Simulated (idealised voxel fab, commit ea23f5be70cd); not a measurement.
Herein follows the process module entitled voxel transistor to metal.
Shown is cross-section cut, with a width of 300 nm and square cells of size 5 nm.
A cross-section is a grid of square cells, given in bands from the top down. A band is one or more rows of cells. A band entry consists of two parts. The first gives the height of the band's top and the height of its bottom, in nm. The rest lists the band's materials from left to right, each with its width in nm. A single material labelled with the word "edge to edge" fills the band from edge to edge, and the word "blank" marks empty space. We count height from 0. Below that, the starting wafer is all one material. The lowest band never ends at the bottom but goes on down; see "0 -> down" for how that is written. The two numbers in a width such as "30..40" mark its ends across the band: the first belongs to the top row of cells, the second to the bottom row, and from each row to the next the width moves by the same amount. The designation "remains unaltered", where it is given for a processing step, indicates that no cell of the cross-section was altered in the course of that step. Voids not open to the top, 8 cells minimum: see "Closed-off voids". Written width x height at distance; distance is from the left edge; nm. Heads up: the bit after the settings on a step's line is the simulator's remark on that step. "overlay nm", when on a step's line for a step with a mask, measures how far to the right of its planned place the mask lay; a negative measure means to the left.
## plan
1) RECEIVE,material Si
2) OXIDIZE,depth nm 5
3) CONFORMAL_DEP,material SiN,thk nm 10
4) PATTERN,tone cover,mask id ACTIVE,material resist,width nm 110,pitch nm 140,thk nm 20,overlay nm 0
5) DIRECTIONAL_ETCH,etch materials SiN,depth nm 10
6) DIRECTIONAL_ETCH,etch materials SiO2,depth nm 5
7) DIRECTIONAL_ETCH,etch materials Si,depth nm 20
8) STRIP,etch materials resist
9) FILL_DEP,material SiO2,thk nm 10
10) CMP,height nm 10
11) SELECTIVE_ETCH,etch materials SiO2,depth nm 5
12) STRIP,etch materials SiN
13) SELECTIVE_ETCH,etch materials SiO2,depth nm 5
14) OXIDIZE,depth nm 5
15) DIRECTIONAL_DEP,material polySi,thk nm 25
16) DIRECTIONAL_DEP,material SiCN,thk nm 10
17) MASKED_ETCH,tone cover,mask id GATE,width nm 20,pitch nm 140,etch materials SiCN,depth nm 20,overlay nm 0
18) MASKED_ETCH,tone cover,mask id GATE,width nm 20,pitch nm 140,etch materials polySi,depth nm 35,overlay nm 0
19) CONFORMAL_DEP,material SiN,thk nm 5
20) DIRECTIONAL_ETCH,etch materials SiN,depth nm 5
21) DIRECTIONAL_ETCH,etch materials SiO2,depth nm 5
22) DIRECTIONAL_ETCH,etch materials Si,depth nm 15
23) EPI,material SiGe,thk nm 15
24) FILL_DEP,material SiO2,thk nm 5
25) CMP,height nm 30
26) DIRECTIONAL_DEP,material SiO2,thk nm 15
27) MASKED_ETCH,tone open,mask id CONTACT,width nm 35,etch materials SiO2,depth nm 55,overlay nm 0
28) CONFORMAL_DEP,material TiN,thk nm 5
29) FILL_DEP,material W,thk nm 5
30) CMP,height nm 45
31) CONFORMAL_DEP,material SiN,thk nm 5
32) DIRECTIONAL_DEP,material lowk,thk nm 25
33) MASKED_ETCH,tone open,mask id METAL_1,width nm 20,etch materials lowk,depth nm 25,overlay nm 0
34) MASKED_ETCH,tone open,mask id METAL_1,width nm 20,etch materials SiN,depth nm 5,overlay nm 0
35) CONFORMAL_DEP,material TiN,thk nm 5
36) FILL_DEP,material Ru,thk nm 5
37) CMP,height nm 75
38) EPI,material Ru,thk nm 5
39) FILL_DEP,material SiCN,thk nm 5
40) DIRECTIONAL_DEP,material SiO2,thk nm 35
41) DIRECTIONAL_DEP,material aC,thk nm 10
42) PATTERN,tone open,mask id METAL_2,material resist,width nm 20,pitch nm 140,thk nm 30,overlay nm 0
43) DIRECTIONAL_ETCH,etch materials aC,depth nm 10
44) STRIP,etch materials resist
45) DIRECTIONAL_ETCH,etch materials SiO2,depth nm 20
46) STRIP,etch materials aC
47) PATTERN,tone open,mask id METAL_2_HOLES,material resist,width nm 15,pitch nm 140,thk nm 20,overlay nm 0
48) DIRECTIONAL_ETCH,etch materials SiO2,depth nm 15
49) DIRECTIONAL_ETCH,etch materials SiCN,depth nm 5
50) STRIP,etch materials resist
51) CONFORMAL_DEP,material TiN,thk nm 5
52) FILL_DEP,material Ru,thk nm 5
53) CMP,height nm 120
54) CONFORMAL_DEP,material SiCN,thk nm 5
## The following pertains to the first of two wafers, which was processed as planned
## Cross-section of the incoming wafer, state after step 1
- 0 -> down = Si edge to edge
- Closed-off voids: none
## Wafer after step 2 (cross-section)
- 0 -> -5 = SiO2 edge to edge
- Everything below -5 is unchanged.
## Wafer after step 3 (cross-section)
- 10 -> 0 = SiN edge to edge
- Everything below 0 is unchanged.
## Wafer after step 4 (cross-section)
- 30 -> 10 = 25 blank; 110 resist; 30 blank; 110 resist; 25 blank
- Everything below 10 is unchanged.
## Wafer after step 5 (cross-section)
- 30 -> 10 = 25 blank; 110 resist; 30 blank; 110 resist; 25 blank
- 10 -> 0 = 25 blank; 110 SiN; 30 blank; 110 SiN; 25 blank
- Everything below 0 is unchanged.
## Wafer after step 6 (cross-section)
- 30 -> 10 = 25 blank; 110 resist; 30 blank; 110 resist; 25 blank
- 10 -> 0 = 25 blank; 110 SiN; 30 blank; 110 SiN; 25 blank
- 0 -> -5 = 25 blank; 110 SiO2; 30 blank; 110 SiO2; 25 blank
- Everything below -5 is unchanged.
## Wafer after step 7 (cross-section)
- 30 -> 10 = 25 blank; 110 resist; 30 blank; 110 resist; 25 blank
- 10 -> 0 = 25 blank; 110 SiN; 30 blank; 110 SiN; 25 blank
- 0 -> -5 = 25 blank; 110 SiO2; 30 blank; 110 SiO2; 25 blank
- -5 -> -25 = 25 blank; 110 Si; 30 blank; 110 Si; 25 blank
- Everything below -25 is unchanged.
## Wafer after step 8 (cross-section)
- 10 -> 0 = 25 blank; 110 SiN; 30 blank; 110 SiN; 25 blank
- Everything below 0 is unchanged.
## Wafer after step 9 (cross-section)
- 20 -> 10 = SiO2 edge to edge
- 10 -> 0 = 25 SiO2; 110 SiN; 30 SiO2; 110 SiN; 25 SiO2
- 0 -> -5 = SiO2 edge to edge
- -5 -> -25 = 25 SiO2; 110 Si; 30 SiO2; 110 Si; 25 SiO2
- Everything below -25 is unchanged.
## Wafer after step 10 (cross-section)
- 10 -> 0 = 25 SiO2; 110 SiN; 30 SiO2; 110 SiN; 25 SiO2
- Everything below 0 is unchanged.
## Wafer after step 11 (cross-section)
- 10 -> 5 = 25 blank; 110 SiN; 30 blank; 110 SiN; 25 blank
- Everything below 5 is unchanged.
## Wafer after step 12 (cross-section)
- 5 -> 0 = 25 SiO2; 110 blank; 30 SiO2; 110 blank; 25 SiO2
- Everything below 0 is unchanged.
## Wafer after step 13 (cross-section)
- 0 -> -5 = 20 SiO2; 120 blank; 20 SiO2; 120 blank; 20 SiO2
- Everything below -5 is unchanged.
## Wafer after step 14 (cross-section)
- 0 -> -5 = 20 SiO2; 120 blank; 20 SiO2; 120 blank; 20 SiO2
- -5 -> -10 = SiO2 edge to edge
- Everything below -10 is unchanged.
## Wafer after step 15 (cross-section)
- 25 -> 20 = 20 polySi; 120 blank; 20 polySi; 120 blank; 20 polySi
- 20 -> 0 = polySi edge to edge
- 0 -> -5 = 20 SiO2; 120 polySi; 20 SiO2; 120 polySi; 20 SiO2
- Everything below -5 is unchanged.
## Wafer after step 16 (cross-section)
- 35 -> 30 = 20 SiCN; 120 blank; 20 SiCN; 120 blank; 20 SiCN
- 30 -> 25 = SiCN edge to edge
- 25 -> 20 = 20 polySi; 120 SiCN; 20 polySi; 120 SiCN; 20 polySi
- Everything below 20 is unchanged.
## Wafer after step 17 (cross-section)
- 30 -> 25 = 70 blank; 20 SiCN; 120 blank; 20 SiCN; 70 blank
- 25 -> 20 = 20 polySi; 50 blank; 20 SiCN; 50 blank; 20 polySi; 50 blank; 20 SiCN; 50 blank; 20 polySi
- Everything below 20 is unchanged.
## Wafer after step 18 (cross-section)
- 30 -> 20 = 70 blank; 20 SiCN; 120 blank; 20 SiCN; 70 blank
- 20 -> 0 = 70 blank; 20 polySi; 120 blank; 20 polySi; 70 blank
- 0 -> -5 = 20 SiO2; 50 blank; 20 polySi; 50 blank; 20 SiO2; 50 blank; 20 polySi; 50 blank; 20 SiO2
- Everything below -5 is unchanged.
## Wafer after step 19 (cross-section)
- 35 -> 30 = 65 blank; 30 SiN; 110 blank; 30 SiN; 65 blank
- 30 -> 20 = 65 blank; 5 SiN; 20 SiCN; 5 SiN; 110 blank; 5 SiN; 20 SiCN; 5 SiN; 65 blank
- 20 -> 5 = 65 blank; 5 SiN; 20 polySi; 5 SiN; 110 blank; 5 SiN; 20 polySi; 5 SiN; 65 blank
- 5 -> 0 = 25 SiN; 40 blank; 5 SiN; 20 polySi; 5 SiN; 40 blank; 30 SiN; 40 blank; 5 SiN; 20 polySi; 5 SiN; 40 blank; 25 SiN
- 0 -> -5 = 20 SiO2; 50 SiN; 20 polySi; 50 SiN; 20 SiO2; 50 SiN; 20 polySi; 50 SiN; 20 SiO2
- Everything below -5 is unchanged.
## Wafer after step 20 (cross-section)
- 30 -> 20 = 65 blank; 5 SiN; 20 SiCN; 5 SiN; 110 blank; 5 SiN; 20 SiCN; 5 SiN; 65 blank
- 20 -> 0 = 65 blank; 5 SiN; 20 polySi; 5 SiN; 110 blank; 5 SiN; 20 polySi; 5 SiN; 65 blank
- 0 -> -5 = 20 SiO2; 5 SiN; 40 blank; 5 SiN; 20 polySi; 5 SiN; 40 blank; 5 SiN; 20 SiO2; 5 SiN; 40 blank; 5 SiN; 20 polySi; 5 SiN; 40 blank; 5 SiN; 20 SiO2
- Everything below -5 is unchanged.
## Wafer after step 21 (cross-section)
- 30 -> 20 = 65 blank; 5 SiN; 20 SiCN; 5 SiN; 110 blank; 5 SiN; 20 SiCN; 5 SiN; 65 blank
- 20 -> 0 = 65 blank; 5 SiN; 20 polySi; 5 SiN; 110 blank; 5 SiN; 20 polySi; 5 SiN; 65 blank
- 0 -> -5 = 20 blank; 5 SiN; 40 blank; 5 SiN; 20 polySi; 5 SiN; 40 blank; 5 SiN; 20 blank; 5 SiN; 40 blank; 5 SiN; 20 polySi; 5 SiN; 40 blank; 5 SiN; 20 blank
- -5 -> -10 = 25 SiO2; 40 blank; 30 SiO2; 40 blank; 30 SiO2; 40 blank; 30 SiO2; 40 blank; 25 SiO2
- Everything below -10 is unchanged.
## Wafer after step 22 (cross-section)
- 30 -> 20 = 65 blank; 5 SiN; 20 SiCN; 5 SiN; 110 blank; 5 SiN; 20 SiCN; 5 SiN; 65 blank
- 20 -> 0 = 65 blank; 5 SiN; 20 polySi; 5 SiN; 110 blank; 5 SiN; 20 polySi; 5 SiN; 65 blank
- 0 -> -5 = 20 blank; 5 SiN; 40 blank; 5 SiN; 20 polySi; 5 SiN; 40 blank; 5 SiN; 20 blank; 5 SiN; 40 blank; 5 SiN; 20 polySi; 5 SiN; 40 blank; 5 SiN; 20 blank
- -5 -> -10 = 25 SiO2; 40 blank; 30 SiO2; 40 blank; 30 SiO2; 40 blank; 30 SiO2; 40 blank; 25 SiO2
- -10 -> -25 = 25 SiO2; 40 blank; 30 Si; 40 blank; 30 SiO2; 40 blank; 30 Si; 40 blank; 25 SiO2
- Everything below -25 is unchanged.
## Wafer after step 23 (cross-section)
- 30 -> 20 = 65 blank; 5 SiN; 20 SiCN; 5 SiN; 110 blank; 5 SiN; 20 SiCN; 5 SiN; 65 blank
- 20 -> 5 = 65 blank; 5 SiN; 20 polySi; 5 SiN; 110 blank; 5 SiN; 20 polySi; 5 SiN; 65 blank
- 5 -> 0 = 50 blank; 15 SiGe; 5 SiN; 20 polySi; 5 SiN; 15 SiGe; 80 blank; 15 SiGe; 5 SiN; 20 polySi; 5 SiN; 15 SiGe; 50 blank
- 0 -> -5 = 20 blank; 5 SiN; 25 blank; 15 SiGe; 5 SiN; 20 polySi; 5 SiN; 15 SiGe; 25 blank; 5 SiN; 20 blank; 5 SiN; 25 blank; 15 SiGe; 5 SiN; 20 polySi; 5 SiN; 15 SiGe; 25 blank; 5 SiN; 20 blank
- -5 -> -10 = 25 SiO2; 25 blank; 15 SiGe; 30 SiO2; 15 SiGe; 25 blank; 30 SiO2; 25 blank; 15 SiGe; 30 SiO2; 15 SiGe; 25 blank; 25 SiO2
- -10 -> -25 = 25 SiO2; 40 SiGe; 30 Si; 40 SiGe; 30 SiO2; 40 SiGe; 30 Si; 40 SiGe; 25 SiO2
- Everything below -25 is unchanged.
## Wafer after step 24 (cross-section)
- 35 -> 30 = SiO2 edge to edge
- 30 -> 20 = 65 SiO2; 5 SiN; 20 SiCN; 5 SiN; 110 SiO2; 5 SiN; 20 SiCN; 5 SiN; 65 SiO2
- 20 -> 5 = 65 SiO2; 5 SiN; 20 polySi; 5 SiN; 110 SiO2; 5 SiN; 20 polySi; 5 SiN; 65 SiO2
- 5 -> 0 = 50 SiO2; 15 SiGe; 5 SiN; 20 polySi; 5 SiN; 15 SiGe; 80 SiO2; 15 SiGe; 5 SiN; 20 polySi; 5 SiN; 15 SiGe; 50 SiO2
- 0 -> -5 = 20 SiO2; 5 SiN; 25 SiO2; 15 SiGe; 5 SiN; 20 polySi; 5 SiN; 15 SiGe; 25 SiO2; 5 SiN; 20 SiO2; 5 SiN; 25 SiO2; 15 SiGe; 5 SiN; 20 polySi; 5 SiN; 15 SiGe; 25 SiO2; 5 SiN; 20 SiO2
- -5 -> -10 = 50 SiO2; 15 SiGe; 30 SiO2; 15 SiGe; 80 SiO2; 15 SiGe; 30 SiO2; 15 SiGe; 50 SiO2
- Everything below -10 is unchanged.
## Wafer after step 25 (cross-section)
- 30 -> 20 = 65 SiO2; 5 SiN; 20 SiCN; 5 SiN; 110 SiO2; 5 SiN; 20 SiCN; 5 SiN; 65 SiO2
- Everything below 20 is unchanged.
## Wafer after step 26 (cross-section)
- 45 -> 30 = SiO2 edge to edge
- Everything below 30 is unchanged.
## Wafer after step 27 (cross-section)
- 45 -> 30 = 30 SiO2; 35 blank; 30 SiO2; 35 blank; 40 SiO2; 35 blank; 30 SiO2; 35 blank; 30 SiO2
- 30 -> 20 = 30 SiO2; 35 blank; 5 SiN; 20 SiCN; 5 SiN; 35 blank; 40 SiO2; 35 blank; 5 SiN; 20 SiCN; 5 SiN; 35 blank; 30 SiO2
- 20 -> 5 = 30 SiO2; 35 blank; 5 SiN; 20 polySi; 5 SiN; 35 blank; 40 SiO2; 35 blank; 5 SiN; 20 polySi; 5 SiN; 35 blank; 30 SiO2
- 5 -> 0 = 30 SiO2; 20 blank; 15 SiGe; 5 SiN; 20 polySi; 5 SiN; 15 SiGe; 20 blank; 40 SiO2; 20 blank; 15 SiGe; 5 SiN; 20 polySi; 5 SiN; 15 SiGe; 20 blank; 30 SiO2
- 0 -> -5 = 20 SiO2; 5 SiN; 5 SiO2; 20 blank; 15 SiGe; 5 SiN; 20 polySi; 5 SiN; 15 SiGe; 20 blank; 5 SiO2; 5 SiN; 20 SiO2; 5 SiN; 5 SiO2; 20 blank; 15 SiGe; 5 SiN; 20 polySi; 5 SiN; 15 SiGe; 20 blank; 5 SiO2; 5 SiN; 20 SiO2
- -5 -> -10 = 30 SiO2; 20 blank; 15 SiGe; 30 SiO2; 15 SiGe; 20 blank; 40 SiO2; 20 blank; 15 SiGe; 30 SiO2; 15 SiGe; 20 blank; 30 SiO2
- Everything below -10 is unchanged.
## Wafer after step 28 (cross-section)
- 50 -> 45 = 35 TiN; 25 blank; 40 TiN; 25 blank; 50 TiN; 25 blank; 40 TiN; 25 blank; 35 TiN
- 45 -> 30 = 30 SiO2; 5 TiN; 25 blank; 5 TiN; 30 SiO2; 5 TiN; 25 blank; 5 TiN; 40 SiO2; 5 TiN; 25 blank; 5 TiN; 30 SiO2; 5 TiN; 25 blank; 5 TiN; 30 SiO2
- 30 -> 20 = 30 SiO2; 5 TiN; 25 blank; 5 TiN; 5 SiN; 20 SiCN; 5 SiN; 5 TiN; 25 blank; 5 TiN; 40 SiO2; 5 TiN; 25 blank; 5 TiN; 5 SiN; 20 SiCN; 5 SiN; 5 TiN; 25 blank; 5 TiN; 30 SiO2
- 20 -> 10 = 30 SiO2; 5 TiN; 25 blank; 5 TiN; 5 SiN; 20 polySi; 5 SiN; 5 TiN; 25 blank; 5 TiN; 40 SiO2; 5 TiN; 25 blank; 5 TiN; 5 SiN; 20 polySi; 5 SiN; 5 TiN; 25 blank; 5 TiN; 30 SiO2
- 10 -> 5 = 30 SiO2; 5 TiN; 10 blank; 20 TiN; 5 SiN; 20 polySi; 5 SiN; 20 TiN; 10 blank; 5 TiN; 40 SiO2; 5 TiN; 10 blank; 20 TiN; 5 SiN; 20 polySi; 5 SiN; 20 TiN; 10 blank; 5 TiN; 30 SiO2
- 5 -> 0 = 30 SiO2; 5 TiN; 10 blank; 5 TiN; 15 SiGe; 5 SiN; 20 polySi; 5 SiN; 15 SiGe; 5 TiN; 10 blank; 5 TiN; 40 SiO2; 5 TiN; 10 blank; 5 TiN; 15 SiGe; 5 SiN; 20 polySi; 5 SiN; 15 SiGe; 5 TiN; 10 blank; 5 TiN; 30 SiO2
- 0 -> -5 = 20 SiO2; 5 SiN; 5 SiO2; 5 TiN; 10 blank; 5 TiN; 15 SiGe; 5 SiN; 20 polySi; 5 SiN; 15 SiGe; 5 TiN; 10 blank; 5 TiN; 5 SiO2; 5 SiN; 20 SiO2; 5 SiN; 5 SiO2; 5 TiN; 10 blank; 5 TiN; 15 SiGe; 5 SiN; 20 polySi; 5 SiN; 15 SiGe; 5 TiN; 10 blank; 5 TiN; 5 SiO2; 5 SiN; 20 SiO2
- -5 -> -10 = 30 SiO2; 20 TiN; 15 SiGe; 30 SiO2; 15 SiGe; 20 TiN; 40 SiO2; 20 TiN; 15 SiGe; 30 SiO2; 15 SiGe; 20 TiN; 30 SiO2
- Everything below -10 is unchanged.
## Wafer after step 29 (cross-section)
- 55 -> 50 = W edge to edge
- 50 -> 45 = 35 TiN; 25 W; 40 TiN; 25 W; 50 TiN; 25 W; 40 TiN; 25 W; 35 TiN
- 45 -> 30 = 30 SiO2; 5 TiN; 25 W; 5 TiN; 30 SiO2; 5 TiN; 25 W; 5 TiN; 40 SiO2; 5 TiN; 25 W; 5 TiN; 30 SiO2; 5 TiN; 25 W; 5 TiN; 30 SiO2
- 30 -> 20 = 30 SiO2; 5 TiN; 25 W; 5 TiN; 5 SiN; 20 SiCN; 5 SiN; 5 TiN; 25 W; 5 TiN; 40 SiO2; 5 TiN; 25 W; 5 TiN; 5 SiN; 20 SiCN; 5 SiN; 5 TiN; 25 W; 5 TiN; 30 SiO2
- 20 -> 10 = 30 SiO2; 5 TiN; 25 W; 5 TiN; 5 SiN; 20 polySi; 5 SiN; 5 TiN; 25 W; 5 TiN; 40 SiO2; 5 TiN; 25 W; 5 TiN; 5 SiN; 20 polySi; 5 SiN; 5 TiN; 25 W; 5 TiN; 30 SiO2
- 10 -> 5 = 30 SiO2; 5 TiN; 10 W; 20 TiN; 5 SiN; 20 polySi; 5 SiN; 20 TiN; 10 W; 5 TiN; 40 SiO2; 5 TiN; 10 W; 20 TiN; 5 SiN; 20 polySi; 5 SiN; 20 TiN; 10 W; 5 TiN; 30 SiO2
- 5 -> 0 = 30 SiO2; 5 TiN; 10 W; 5 TiN; 15 SiGe; 5 SiN; 20 polySi; 5 SiN; 15 SiGe; 5 TiN; 10 W; 5 TiN; 40 SiO2; 5 TiN; 10 W; 5 TiN; 15 SiGe; 5 SiN; 20 polySi; 5 SiN; 15 SiGe; 5 TiN; 10 W; 5 TiN; 30 SiO2
- 0 -> -5 = 20 SiO2; 5 SiN; 5 SiO2; 5 TiN; 10 W; 5 TiN; 15 SiGe; 5 SiN; 20 polySi; 5 SiN; 15 SiGe; 5 TiN; 10 W; 5 TiN; 5 SiO2; 5 SiN; 20 SiO2; 5 SiN; 5 SiO2; 5 TiN; 10 W; 5 TiN; 15 SiGe; 5 SiN; 20 polySi; 5 SiN; 15 SiGe; 5 TiN; 10 W; 5 TiN; 5 SiO2; 5 SiN; 20 SiO2
- Everything below -5 is unchanged.
## Wafer after step 30 (cross-section)
- 45 -> 30 = 30 SiO2; 5 TiN; 25 W; 5 TiN; 30 SiO2; 5 TiN; 25 W; 5 TiN; 40 SiO2; 5 TiN; 25 W; 5 TiN; 30 SiO2; 5 TiN; 25 W; 5 TiN; 30 SiO2
- Everything below 30 is unchanged.
## Wafer after step 31 (cross-section)
- 50 -> 45 = SiN edge to edge
- Everything below 45 is unchanged.
## Wafer after step 32 (cross-section)
- 75 -> 50 = lowk edge to edge
- Everything below 50 is unchanged.
## Wafer after step 33 (cross-section)
- 75 -> 50 = 30 lowk; 20 blank; 60 lowk; 20 blank; 40 lowk; 20 blank; 60 lowk; 20 blank; 30 lowk
- Everything below 50 is unchanged.
## Wafer after step 34 (cross-section)
- 75 -> 50 = 30 lowk; 20 blank; 60 lowk; 20 blank; 40 lowk; 20 blank; 60 lowk; 20 blank; 30 lowk
- 50 -> 45 = 30 SiN; 20 blank; 60 SiN; 20 blank; 40 SiN; 20 blank; 60 SiN; 20 blank; 30 SiN
- Everything below 45 is unchanged.
## Wafer after step 35 (cross-section)
- 80 -> 75 = 35 TiN; 10 blank; 70 TiN; 10 blank; 50 TiN; 10 blank; 70 TiN; 10 blank; 35 TiN
- 75 -> 50 = 30 lowk; 5 TiN; 10 blank; 5 TiN; 60 lowk; 5 TiN; 10 blank; 5 TiN; 40 lowk; 5 TiN; 10 blank; 5 TiN; 60 lowk; 5 TiN; 10 blank; 5 TiN; 30 lowk
- 50 -> 45 = 30 SiN; 20 TiN; 60 SiN; 20 TiN; 40 SiN; 20 TiN; 60 SiN; 20 TiN; 30 SiN
- Everything below 45 is unchanged.
## Wafer after step 36 (cross-section)
- 85 -> 80 = Ru edge to edge
- 80 -> 75 = 35 TiN; 10 Ru; 70 TiN; 10 Ru; 50 TiN; 10 Ru; 70 TiN; 10 Ru; 35 TiN
- 75 -> 50 = 30 lowk; 5 TiN; 10 Ru; 5 TiN; 60 lowk; 5 TiN; 10 Ru; 5 TiN; 40 lowk; 5 TiN; 10 Ru; 5 TiN; 60 lowk; 5 TiN; 10 Ru; 5 TiN; 30 lowk
- Everything below 50 is unchanged.
## Wafer after step 37 (cross-section)
- 75 -> 50 = 30 lowk; 5 TiN; 10 Ru; 5 TiN; 60 lowk; 5 TiN; 10 Ru; 5 TiN; 40 lowk; 5 TiN; 10 Ru; 5 TiN; 60 lowk; 5 TiN; 10 Ru; 5 TiN; 30 lowk
- Everything below 50 is unchanged.
## Wafer after step 38 (cross-section)
- 80 -> 75 = 25 blank; 30 Ru; 50 blank; 30 Ru; 30 blank; 30 Ru; 50 blank; 30 Ru; 25 blank
- Everything below 75 is unchanged.
## Wafer after step 39 (cross-section)
- 85 -> 80 = SiCN edge to edge
- 80 -> 75 = 25 SiCN; 30 Ru; 50 SiCN; 30 Ru; 30 SiCN; 30 Ru; 50 SiCN; 30 Ru; 25 SiCN
- Everything below 75 is unchanged.
## Wafer after step 40 (cross-section)
- 120 -> 85 = SiO2 edge to edge
- Everything below 85 is unchanged.
## Wafer after step 41 (cross-section)
- 130 -> 120 = aC edge to edge
- Everything below 120 is unchanged.
## Wafer after step 42 (cross-section)
- 160 -> 130 = 30 resist; 20 blank; 120 resist; 20 blank; 110 resist
- Everything below 130 is unchanged.
## Wafer after step 43 (cross-section)
- 150 -> 130 = 30 resist; 20 blank; 120 resist; 20 blank; 110 resist
- 130 -> 120 = 30 aC; 20 blank; 120 aC; 20 blank; 110 aC
- Everything below 120 is unchanged.
## Wafer after step 44 (cross-section)
- 130 -> 120 = 30 aC; 20 blank; 120 aC; 20 blank; 110 aC
- Everything below 120 is unchanged.
## Wafer after step 45 (cross-section)
- 130 -> 120 = 30 aC; 20 blank; 120 aC; 20 blank; 110 aC
- 120 -> 100 = 30 SiO2; 20 blank; 120 SiO2; 20 blank; 110 SiO2
- Everything below 100 is unchanged.
## Wafer after step 46 (cross-section)
- 120 -> 100 = 30 SiO2; 20 blank; 120 SiO2; 20 blank; 110 SiO2
- Everything below 100 is unchanged.
## Wafer after step 47 (cross-section)
- 140 -> 120 = 30 resist; 15 blank; 125 resist; 15 blank; 115 resist
- 120 -> 100 = 30 SiO2; 15 blank; 5 resist; 120 SiO2; 15 blank; 5 resist; 110 SiO2
- Everything below 100 is unchanged.
## Wafer after step 48 (cross-section)
- 140 -> 120 = 30 resist; 15 blank; 125 resist; 15 blank; 115 resist
- 120 -> 100 = 30 SiO2; 15 blank; 5 resist; 120 SiO2; 15 blank; 5 resist; 110 SiO2
- 100 -> 85 = 30 SiO2; 15 blank; 125 SiO2; 15 blank; 115 SiO2
- Everything below 85 is unchanged.
## Wafer after step 49 (cross-section)
- 140 -> 120 = 30 resist; 15 blank; 125 resist; 15 blank; 115 resist
- 120 -> 100 = 30 SiO2; 15 blank; 5 resist; 120 SiO2; 15 blank; 5 resist; 110 SiO2
- 100 -> 85 = 30 SiO2; 15 blank; 125 SiO2; 15 blank; 115 SiO2
- 85 -> 80 = 30 SiCN; 15 blank; 125 SiCN; 15 blank; 115 SiCN
- Everything below 80 is unchanged.
## Wafer after step 50 (cross-section)
- 120 -> 100 = 30 SiO2; 20 blank; 120 SiO2; 20 blank; 110 SiO2
- Everything below 100 is unchanged.
## Wafer after step 51 (cross-section)
- 125 -> 120 = 35 TiN; 10 blank; 130 TiN; 10 blank; 115 TiN
- 120 -> 105 = 30 SiO2; 5 TiN; 10 blank; 5 TiN; 120 SiO2; 5 TiN; 10 blank; 5 TiN; 110 SiO2
- 105 -> 100 = 30 SiO2; 5 TiN; 5 blank; 10 TiN; 120 SiO2; 5 TiN; 5 blank; 10 TiN; 110 SiO2
- 100 -> 85 = 30 SiO2; 5 TiN; 5 blank; 5 TiN; 125 SiO2; 5 TiN; 5 blank; 5 TiN; 115 SiO2
- 85 -> 80 = 30 SiCN; 15 TiN; 125 SiCN; 15 TiN; 115 SiCN
- Everything below 80 is unchanged.
## Wafer after step 52 (cross-section)
- 130 -> 125 = Ru edge to edge
- 125 -> 120 = 35 TiN; 10 Ru; 130 TiN; 10 Ru; 115 TiN
- 120 -> 105 = 30 SiO2; 5 TiN; 10 Ru; 5 TiN; 120 SiO2; 5 TiN; 10 Ru; 5 TiN; 110 SiO2
- 105 -> 100 = 30 SiO2; 5 TiN; 5 Ru; 10 TiN; 120 SiO2; 5 TiN; 5 Ru; 10 TiN; 110 SiO2
- 100 -> 85 = 30 SiO2; 5 TiN; 5 Ru; 5 TiN; 125 SiO2; 5 TiN; 5 Ru; 5 TiN; 115 SiO2
- Everything below 85 is unchanged.
## Wafer after step 53 (cross-section)
- 120 -> 105 = 30 SiO2; 5 TiN; 10 Ru; 5 TiN; 120 SiO2; 5 TiN; 10 Ru; 5 TiN; 110 SiO2
- Everything below 105 is unchanged.
## Wafer after step 54 (cross-section)
- 125 -> 120 = SiCN edge to edge
- Everything below 120 is unchanged.
## Wafer two: like wafer one in start and plan, but with one mistake in execution; identical up to and including step 41
## Second wafer, cut view, end of step 42 per plan
- 160 -> 130 = 30 blank; 20 resist; 120 blank; 20 resist; 110 blank
- Everything below 130 is unchanged.
## Second wafer, cut view, end of step 43 per plan
- 150 -> 130 = 30 blank; 20 resist; 120 blank; 20 resist; 110 blank
- 130 -> 120 = 30 blank; 20 aC; 120 blank; 20 aC; 110 blank
- Everything below 120 is unchanged.
## Second wafer, cut view, end of step 44 per plan
- 130 -> 120 = 30 blank; 20 aC; 120 blank; 20 aC; 110 blank
- Everything below 120 is unchanged.
## Second wafer, cut view, end of step 45 per plan
- 130 -> 120 = 30 blank; 20 aC; 120 blank; 20 aC; 110 blank
- 120 -> 100 = 30 blank; 20 SiO2; 120 blank; 20 SiO2; 110 blank
- Everything below 100 is unchanged.
## Second wafer, cut view, end of step 46 per plan
- 120 -> 100 = 30 blank; 20 SiO2; 120 blank; 20 SiO2; 110 blank
- Everything below 100 is unchanged.
## Second wafer, cut view, end of step 47 per plan
- 140 -> 120 = 30 resist; 15 blank; 125 resist; 15 blank; 115 resist
- 120 -> 100 = 30 resist; 20 SiO2; 120 resist; 20 SiO2; 110 resist
- Everything below 100 is unchanged.
## Second wafer, cut view, end of step 48 per plan
- 140 -> 120 = 30 resist; 15 blank; 125 resist; 15 blank; 115 resist
- 120 -> 105 = 30 resist; 15 blank; 5 SiO2; 120 resist; 15 blank; 5 SiO2; 110 resist
- Everything below 105 is unchanged.
Second wafer, cut view, end of step 49 per plan: remains unaltered
## Second wafer, cut view, end of step 50 per plan
- 120 -> 105 = 45 blank; 5 SiO2; 135 blank; 5 SiO2; 110 blank
- 105 -> 100 = 30 blank; 20 SiO2; 120 blank; 20 SiO2; 110 blank
- Everything below 100 is unchanged.
## Second wafer, cut view, end of step 51 per plan
- 125 -> 120 = 40 blank; 15 TiN; 125 blank; 15 TiN; 105 blank
- 120 -> 110 = 40 blank; 5 TiN; 5 SiO2; 5 TiN; 125 blank; 5 TiN; 5 SiO2; 5 TiN; 105 blank
- 110 -> 105 = 25 blank; 20 TiN; 5 SiO2; 5 TiN; 110 blank; 20 TiN; 5 SiO2; 5 TiN; 105 blank
- 105 -> 100 = 30 TiN; 20 SiO2; 120 TiN; 20 SiO2; 110 TiN
- Everything below 100 is unchanged.
## Second wafer, cut view, end of step 52 per plan
- 130 -> 125 = Ru edge to edge
- 125 -> 120 = 40 Ru; 15 TiN; 125 Ru; 15 TiN; 105 Ru
- 120 -> 110 = 40 Ru; 5 TiN; 5 SiO2; 5 TiN; 125 Ru; 5 TiN; 5 SiO2; 5 TiN; 105 Ru
- 110 -> 105 = 25 Ru; 20 TiN; 5 SiO2; 5 TiN; 110 Ru; 20 TiN; 5 SiO2; 5 TiN; 105 Ru
- Everything below 105 is unchanged.
## Second wafer, cut view, end of step 53 per plan
- 120 -> 110 = 40 Ru; 5 TiN; 5 SiO2; 5 TiN; 125 Ru; 5 TiN; 5 SiO2; 5 TiN; 105 Ru
- Everything below 110 is unchanged.
## Second wafer, cut view, end of step 54 per plan
- 125 -> 120 = SiCN edge to edge
- Everything below 120 is unchanged.
In executing the process, a mistake was made relative to the plan: step 42 ran as: PATTERN,tone cover,mask id METAL_2,material resist,width nm 20,pitch nm 140,thk nm 30,overlay nm 0
Heads up, by the end the second wafer has more or fewer cells of some materials compared to the first: Ru: 136 more; SiCN: 6 more; SiO2: 176 fewer; TiN: 34 more
